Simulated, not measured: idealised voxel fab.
process module | voxel wiring stack
cross-section cut | 240 nm wide | cells 5 nm
A cross-section is a grid of square cells, given in bands from the top down. A band is one or more rows of cells.
Each band's line starts with the height of the band's top and of its bottom, in nm. Then come its materials from left to right, each with its width in nm. One material with "throughout" fills the band from edge to edge. "air" is empty space.
Height 0 is the level under which the wafer as received is all one material. The lowest band goes on downwards, as in "0 down".
A width such as "30 to 40" changes by the same amount from each row of cells to the next, from the band's top row to its bottom row.
"no change" after a step means that no cell of the cross-section changed.
closed voids: empty space of 8 cells or more with no open way to the top, each as width x height at its distance from the left edge, in nm
after a step's settings: what the simulator itself notes on the step
overlay nm, on a step with a mask: how far to the right of its planned place the mask lay; to the left if negative
plan
1 op RECEIVE | material Si
2 op CONFORMAL_DEP | material SiO2 | thk nm 15
3 op CONFORMAL_DEP | material SiN | thk nm 5
4 op DIRECTIONAL_DEP | material lowk | thk nm 20
5 op PATTERN | tone open | mask id METAL_1 | material resist | width nm 30 | pitch nm 45 | thk nm 15 | overlay nm 0
6 op DIRECTIONAL_ETCH | etch materials lowk | depth nm 20
7 op DIRECTIONAL_ETCH | etch materials SiN | depth nm 5
8 op STRIP | etch materials resist
9 op CONFORMAL_DEP | material TiN | thk nm 5
10 op FILL_DEP | material Cu | thk nm 5
11 op CMP | height nm 40
12 op CONFORMAL_DEP | material SiCN | thk nm 5
13 op DIRECTIONAL_DEP | material lowk | thk nm 20
14 op MASKED_ETCH | tone open | mask id PLUG_1 | width nm 15 | pitch nm 45 | etch materials lowk | depth nm 20 | overlay nm 0
15 op MASKED_ETCH | tone open | mask id PLUG_1 | width nm 15 | pitch nm 45 | etch materials SiCN | depth nm 5 | overlay nm 0
16 op CONFORMAL_DEP | material TiN | thk nm 5
17 op FILL_DEP | material Cu | thk nm 5
18 op CMP | height nm 65
19 op CONFORMAL_DEP | material SiCN | thk nm 5
20 op DIRECTIONAL_DEP | material lowk | thk nm 20
21 op DIRECTIONAL_DEP | material aC | thk nm 15
22 op PATTERN | tone open | mask id METAL_2 | material resist | width nm 30 | pitch nm 45 | thk nm 35 | overlay nm 0
23 op DIRECTIONAL_ETCH | etch materials aC | depth nm 15
24 op STRIP | etch materials resist
25 op DIRECTIONAL_ETCH | etch materials lowk | depth nm 20
26 op DIRECTIONAL_ETCH | etch materials SiCN | depth nm 5
27 op STRIP | etch materials aC
28 op CONFORMAL_DEP | material TiN | thk nm 5
29 op FILL_DEP | material W | thk nm 5
30 op CMP | height nm 90
31 op EPI | material Ru | thk nm 5
32 op FILL_DEP | material SiCN | thk nm 5
33 op DIRECTIONAL_DEP | material lowk | thk nm 35
34 op PATTERN | tone open | mask id METAL_3 | material resist | width nm 30 | pitch nm 45 | thk nm 20 | overlay nm 0
35 op DIRECTIONAL_ETCH | etch materials lowk | depth nm 20
36 op STRIP | etch materials resist
37 op MASKED_ETCH | tone open | mask id METAL_3_HOLES | width nm 15 | pitch nm 45 | etch materials lowk | depth nm 15 | overlay nm 0
38 op MASKED_ETCH | tone open | mask id METAL_3_HOLES | width nm 15 | pitch nm 45 | etch materials SiCN | depth nm 5 | overlay nm 0
39 op CONFORMAL_DEP | material TiN | thk nm 5
40 op FILL_DEP | material Cu | thk nm 5
41 op CMP | height nm 135
42 op CONFORMAL_DEP | material SiCN | thk nm 5
first wafer, as planned
as received, after step 1
  0 down: Si throughout
  closed voids: none
after step 2
  15 to 0: SiO2 throughout
  below 0: unchanged
after step 3
  20 to 15: SiN throughout
  below 15: unchanged
after step 4
  40 to 20: lowk throughout
  below 20: unchanged
after step 5
  55 to 40: resist 35 | air 30 | resist 15 | air 30 | resist 15 | air 30 | resist 15 | air 30 | resist 40
  below 40: unchanged
after step 6
  55 to 40: resist 35 | air 30 | resist 15 | air 30 | resist 15 | air 30 | resist 15 | air 30 | resist 40
  40 to 20: lowk 35 | air 30 | lowk 15 | air 30 | lowk 15 | air 30 | lowk 15 | air 30 | lowk 40
  below 20: unchanged
after step 7
  55 to 40: resist 35 | air 30 | resist 15 | air 30 | resist 15 | air 30 | resist 15 | air 30 | resist 40
  40 to 20: lowk 35 | air 30 | lowk 15 | air 30 | lowk 15 | air 30 | lowk 15 | air 30 | lowk 40
  20 to 15: SiN 35 | air 30 | SiN 15 | air 30 | SiN 15 | air 30 | SiN 15 | air 30 | SiN 40
  below 15: unchanged
after step 8
  40 to 20: lowk 35 | air 30 | lowk 15 | air 30 | lowk 15 | air 30 | lowk 15 | air 30 | lowk 40
  below 20: unchanged
after step 9
  45 to 40: TiN 40 | air 20 | TiN 25 | air 20 | TiN 25 | air 20 | TiN 25 | air 20 | TiN 45
  40 to 20: lowk 35 | TiN 5 | air 20 | TiN 5 | lowk 15 | TiN 5 | air 20 | TiN 5 | lowk 15 | TiN 5 | air 20 | TiN 5 | lowk 15 | TiN 5 | air 20 | TiN 5 | lowk 40
  20 to 15: SiN 35 | TiN 30 | SiN 15 | TiN 30 | SiN 15 | TiN 30 | SiN 15 | TiN 30 | SiN 40
  below 15: unchanged
after step 10
  50 to 45: Cu throughout
  45 to 40: TiN 40 | Cu 20 | TiN 25 | Cu 20 | TiN 25 | Cu 20 | TiN 25 | Cu 20 | TiN 45
  40 to 20: lowk 35 | TiN 5 | Cu 20 | TiN 5 | lowk 15 | TiN 5 | Cu 20 | TiN 5 | lowk 15 | TiN 5 | Cu 20 | TiN 5 | lowk 15 | TiN 5 | Cu 20 | TiN 5 | lowk 40
  below 20: unchanged
after step 11
  40 to 20: lowk 35 | TiN 5 | Cu 20 | TiN 5 | lowk 15 | TiN 5 | Cu 20 | TiN 5 | lowk 15 | TiN 5 | Cu 20 | TiN 5 | lowk 15 | TiN 5 | Cu 20 | TiN 5 | lowk 40
  below 20: unchanged
after step 12
  45 to 40: SiCN throughout
  below 40: unchanged
after step 13
  65 to 45: lowk throughout
  below 45: unchanged
after step 14
  65 to 45: lowk 35 | air 15 | lowk 30 | air 15 | lowk 30 | air 15 | lowk 30 | air 15 | lowk 55
  below 45: unchanged
after step 15
  65 to 45: lowk 35 | air 15 | lowk 30 | air 15 | lowk 30 | air 15 | lowk 30 | air 15 | lowk 55
  45 to 40: SiCN 35 | air 15 | SiCN 30 | air 15 | SiCN 30 | air 15 | SiCN 30 | air 15 | SiCN 55
  below 40: unchanged
after step 16
  70 to 65: TiN 40 | air 5 | TiN 40 | air 5 | TiN 40 | air 5 | TiN 40 | air 5 | TiN 60
  65 to 45: lowk 35 | TiN 5 | air 5 | TiN 5 | lowk 30 | TiN 5 | air 5 | TiN 5 | lowk 30 | TiN 5 | air 5 | TiN 5 | lowk 30 | TiN 5 | air 5 | TiN 5 | lowk 55
  45 to 40: SiCN 35 | TiN 15 | SiCN 30 | TiN 15 | SiCN 30 | TiN 15 | SiCN 30 | TiN 15 | SiCN 55
  below 40: unchanged
after step 17
  75 to 70: Cu throughout
  70 to 65: TiN 40 | Cu 5 | TiN 40 | Cu 5 | TiN 40 | Cu 5 | TiN 40 | Cu 5 | TiN 60
  65 to 45: lowk 35 | TiN 5 | Cu 5 | TiN 5 | lowk 30 | TiN 5 | Cu 5 | TiN 5 | lowk 30 | TiN 5 | Cu 5 | TiN 5 | lowk 30 | TiN 5 | Cu 5 | TiN 5 | lowk 55
  below 45: unchanged
after step 18
  65 to 45: lowk 35 | TiN 5 | Cu 5 | TiN 5 | lowk 30 | TiN 5 | Cu 5 | TiN 5 | lowk 30 | TiN 5 | Cu 5 | TiN 5 | lowk 30 | TiN 5 | Cu 5 | TiN 5 | lowk 55
  below 45: unchanged
after step 19
  70 to 65: SiCN throughout
  below 65: unchanged
after step 20
  90 to 70: lowk throughout
  below 70: unchanged
after step 21
  105 to 90: aC throughout
  below 90: unchanged
after step 22
  140 to 105: resist 35 | air 30 | resist 15 | air 30 | resist 15 | air 30 | resist 15 | air 30 | resist 40
  below 105: unchanged
after step 23
  125 to 105: resist 35 | air 30 | resist 15 | air 30 | resist 15 | air 30 | resist 15 | air 30 | resist 40
  105 to 90: aC 35 | air 30 | aC 15 | air 30 | aC 15 | air 30 | aC 15 | air 30 | aC 40
  below 90: unchanged
after step 24
  105 to 90: aC 35 | air 30 | aC 15 | air 30 | aC 15 | air 30 | aC 15 | air 30 | aC 40
  below 90: unchanged
after step 25
  105 to 90: aC 35 | air 30 | aC 15 | air 30 | aC 15 | air 30 | aC 15 | air 30 | aC 40
  90 to 70: lowk 35 | air 30 | lowk 15 | air 30 | lowk 15 | air 30 | lowk 15 | air 30 | lowk 40
  below 70: unchanged
after step 26
  105 to 90: aC 35 | air 30 | aC 15 | air 30 | aC 15 | air 30 | aC 15 | air 30 | aC 40
  90 to 70: lowk 35 | air 30 | lowk 15 | air 30 | lowk 15 | air 30 | lowk 15 | air 30 | lowk 40
  70 to 65: SiCN 35 | air 30 | SiCN 15 | air 30 | SiCN 15 | air 30 | SiCN 15 | air 30 | SiCN 40
  below 65: unchanged
after step 27
  90 to 70: lowk 35 | air 30 | lowk 15 | air 30 | lowk 15 | air 30 | lowk 15 | air 30 | lowk 40
  below 70: unchanged
after step 28
  95 to 90: TiN 40 | air 20 | TiN 25 | air 20 | TiN 25 | air 20 | TiN 25 | air 20 | TiN 45
  90 to 70: lowk 35 | TiN 5 | air 20 | TiN 5 | lowk 15 | TiN 5 | air 20 | TiN 5 | lowk 15 | TiN 5 | air 20 | TiN 5 | lowk 15 | TiN 5 | air 20 | TiN 5 | lowk 40
  70 to 65: SiCN 35 | TiN 30 | SiCN 15 | TiN 30 | SiCN 15 | TiN 30 | SiCN 15 | TiN 30 | SiCN 40
  below 65: unchanged
after step 29
  100 to 95: W throughout
  95 to 90: TiN 40 | W 20 | TiN 25 | W 20 | TiN 25 | W 20 | TiN 25 | W 20 | TiN 45
  90 to 70: lowk 35 | TiN 5 | W 20 | TiN 5 | lowk 15 | TiN 5 | W 20 | TiN 5 | lowk 15 | TiN 5 | W 20 | TiN 5 | lowk 15 | TiN 5 | W 20 | TiN 5 | lowk 40
  below 70: unchanged
after step 30
  90 to 70: lowk 35 | TiN 5 | W 20 | TiN 5 | lowk 15 | TiN 5 | W 20 | TiN 5 | lowk 15 | TiN 5 | W 20 | TiN 5 | lowk 15 | TiN 5 | W 20 | TiN 5 | lowk 40
  below 70: unchanged
after step 31
  95 to 90: air 30 | Ru 40 | air 5 | Ru 40 | air 5 | Ru 40 | air 5 | Ru 40 | air 35
  below 90: unchanged
after step 32
  100 to 95: SiCN throughout
  95 to 90: SiCN 30 | Ru 40 | SiCN 5 | Ru 40 | SiCN 5 | Ru 40 | SiCN 5 | Ru 40 | SiCN 35
  below 90: unchanged
after step 33
  135 to 100: lowk throughout
  below 100: unchanged
after step 34
  155 to 135: resist 35 | air 30 | resist 15 | air 30 | resist 15 | air 30 | resist 15 | air 30 | resist 40
  below 135: unchanged
after step 35
  155 to 135: resist 35 | air 30 | resist 15 | air 30 | resist 15 | air 30 | resist 15 | air 30 | resist 40
  135 to 115: lowk 35 | air 30 | lowk 15 | air 30 | lowk 15 | air 30 | lowk 15 | air 30 | lowk 40
  below 115: unchanged
after step 36
  135 to 115: lowk 35 | air 30 | lowk 15 | air 30 | lowk 15 | air 30 | lowk 15 | air 30 | lowk 40
  below 115: unchanged
after step 37
  135 to 115: lowk 35 | air 30 | lowk 15 | air 30 | lowk 15 | air 30 | lowk 15 | air 30 | lowk 40
  115 to 100: lowk 35 | air 15 | lowk 30 | air 15 | lowk 30 | air 15 | lowk 30 | air 15 | lowk 55
  below 100: unchanged
after step 38
  135 to 115: lowk 35 | air 30 | lowk 15 | air 30 | lowk 15 | air 30 | lowk 15 | air 30 | lowk 40
  115 to 100: lowk 35 | air 15 | lowk 30 | air 15 | lowk 30 | air 15 | lowk 30 | air 15 | lowk 55
  100 to 95: SiCN 35 | air 15 | SiCN 30 | air 15 | SiCN 30 | air 15 | SiCN 30 | air 15 | SiCN 55
  below 95: unchanged
after step 39
  140 to 135: TiN 40 | air 20 | TiN 25 | air 20 | TiN 25 | air 20 | TiN 25 | air 20 | TiN 45
  135 to 120: lowk 35 | TiN 5 | air 20 | TiN 5 | lowk 15 | TiN 5 | air 20 | TiN 5 | lowk 15 | TiN 5 | air 20 | TiN 5 | lowk 15 | TiN 5 | air 20 | TiN 5 | lowk 40
  120 to 115: lowk 35 | TiN 5 | air 5 | TiN 20 | lowk 15 | TiN 5 | air 5 | TiN 20 | lowk 15 | TiN 5 | air 5 | TiN 20 | lowk 15 | TiN 5 | air 5 | TiN 20 | lowk 40
  115 to 100: lowk 35 | TiN 5 | air 5 | TiN 5 | lowk 30 | TiN 5 | air 5 | TiN 5 | lowk 30 | TiN 5 | air 5 | TiN 5 | lowk 30 | TiN 5 | air 5 | TiN 5 | lowk 55
  100 to 95: SiCN 35 | TiN 15 | SiCN 30 | TiN 15 | SiCN 30 | TiN 15 | SiCN 30 | TiN 15 | SiCN 55
  below 95: unchanged
after step 40
  145 to 140: Cu throughout
  140 to 135: TiN 40 | Cu 20 | TiN 25 | Cu 20 | TiN 25 | Cu 20 | TiN 25 | Cu 20 | TiN 45
  135 to 120: lowk 35 | TiN 5 | Cu 20 | TiN 5 | lowk 15 | TiN 5 | Cu 20 | TiN 5 | lowk 15 | TiN 5 | Cu 20 | TiN 5 | lowk 15 | TiN 5 | Cu 20 | TiN 5 | lowk 40
  120 to 115: lowk 35 | TiN 5 | Cu 5 | TiN 20 | lowk 15 | TiN 5 | Cu 5 | TiN 20 | lowk 15 | TiN 5 | Cu 5 | TiN 20 | lowk 15 | TiN 5 | Cu 5 | TiN 20 | lowk 40
  115 to 100: lowk 35 | TiN 5 | Cu 5 | TiN 5 | lowk 30 | TiN 5 | Cu 5 | TiN 5 | lowk 30 | TiN 5 | Cu 5 | TiN 5 | lowk 30 | TiN 5 | Cu 5 | TiN 5 | lowk 55
  below 100: unchanged
after step 41
  135 to 120: lowk 35 | TiN 5 | Cu 20 | TiN 5 | lowk 15 | TiN 5 | Cu 20 | TiN 5 | lowk 15 | TiN 5 | Cu 20 | TiN 5 | lowk 15 | TiN 5 | Cu 20 | TiN 5 | lowk 40
  below 120: unchanged
after step 42
  140 to 135: SiCN throughout
  below 135: unchanged
second wafer: like start, like plan, one mistake. Through step 32 it matches the first wafer
when step 33 should have ended
  170 to 100: lowk throughout
  below 100: unchanged
when step 34 should have ended
  190 to 170: resist 35 | air 30 | resist 15 | air 30 | resist 15 | air 30 | resist 15 | air 30 | resist 40
  below 170: unchanged
when step 35 should have ended
  190 to 170: resist 35 | air 30 | resist 15 | air 30 | resist 15 | air 30 | resist 15 | air 30 | resist 40
  170 to 150: lowk 35 | air 30 | lowk 15 | air 30 | lowk 15 | air 30 | lowk 15 | air 30 | lowk 40
  below 150: unchanged
when step 36 should have ended
  170 to 150: lowk 35 | air 30 | lowk 15 | air 30 | lowk 15 | air 30 | lowk 15 | air 30 | lowk 40
  below 150: unchanged
when step 37 should have ended
  170 to 150: lowk 35 | air 30 | lowk 15 | air 30 | lowk 15 | air 30 | lowk 15 | air 30 | lowk 40
  150 to 135: lowk 35 | air 15 | lowk 30 | air 15 | lowk 30 | air 15 | lowk 30 | air 15 | lowk 55
  below 135: unchanged
when step 38 should have ended: no change
when step 39 should have ended
  175 to 170: TiN 40 | air 20 | TiN 25 | air 20 | TiN 25 | air 20 | TiN 25 | air 20 | TiN 45
  170 to 155: lowk 35 | TiN 5 | air 20 | TiN 5 | lowk 15 | TiN 5 | air 20 | TiN 5 | lowk 15 | TiN 5 | air 20 | TiN 5 | lowk 15 | TiN 5 | air 20 | TiN 5 | lowk 40
  155 to 150: lowk 35 | TiN 5 | air 5 | TiN 20 | lowk 15 | TiN 5 | air 5 | TiN 20 | lowk 15 | TiN 5 | air 5 | TiN 20 | lowk 15 | TiN 5 | air 5 | TiN 20 | lowk 40
  150 to 140: lowk 35 | TiN 5 | air 5 | TiN 5 | lowk 30 | TiN 5 | air 5 | TiN 5 | lowk 30 | TiN 5 | air 5 | TiN 5 | lowk 30 | TiN 5 | air 5 | TiN 5 | lowk 55
  140 to 135: lowk 35 | TiN 15 | lowk 30 | TiN 15 | lowk 30 | TiN 15 | lowk 30 | TiN 15 | lowk 55
  below 135: unchanged
when step 40 should have ended
  180 to 175: Cu throughout
  175 to 170: TiN 40 | Cu 20 | TiN 25 | Cu 20 | TiN 25 | Cu 20 | TiN 25 | Cu 20 | TiN 45
  170 to 155: lowk 35 | TiN 5 | Cu 20 | TiN 5 | lowk 15 | TiN 5 | Cu 20 | TiN 5 | lowk 15 | TiN 5 | Cu 20 | TiN 5 | lowk 15 | TiN 5 | Cu 20 | TiN 5 | lowk 40
  155 to 150: lowk 35 | TiN 5 | Cu 5 | TiN 20 | lowk 15 | TiN 5 | Cu 5 | TiN 20 | lowk 15 | TiN 5 | Cu 5 | TiN 20 | lowk 15 | TiN 5 | Cu 5 | TiN 20 | lowk 40
  150 to 140: lowk 35 | TiN 5 | Cu 5 | TiN 5 | lowk 30 | TiN 5 | Cu 5 | TiN 5 | lowk 30 | TiN 5 | Cu 5 | TiN 5 | lowk 30 | TiN 5 | Cu 5 | TiN 5 | lowk 55
  below 140: unchanged
when step 41 should have ended
  135 to 100: lowk throughout
  below 100: unchanged
when step 42 should have ended
  140 to 135: SiCN throughout
  below 135: unchanged
what went wrong: step 33 was run twice
at the end the second wafer has, in cells: 64 fewer of Cu | 12 more of SiCN | 80 fewer of TiN | 132 more of lowk
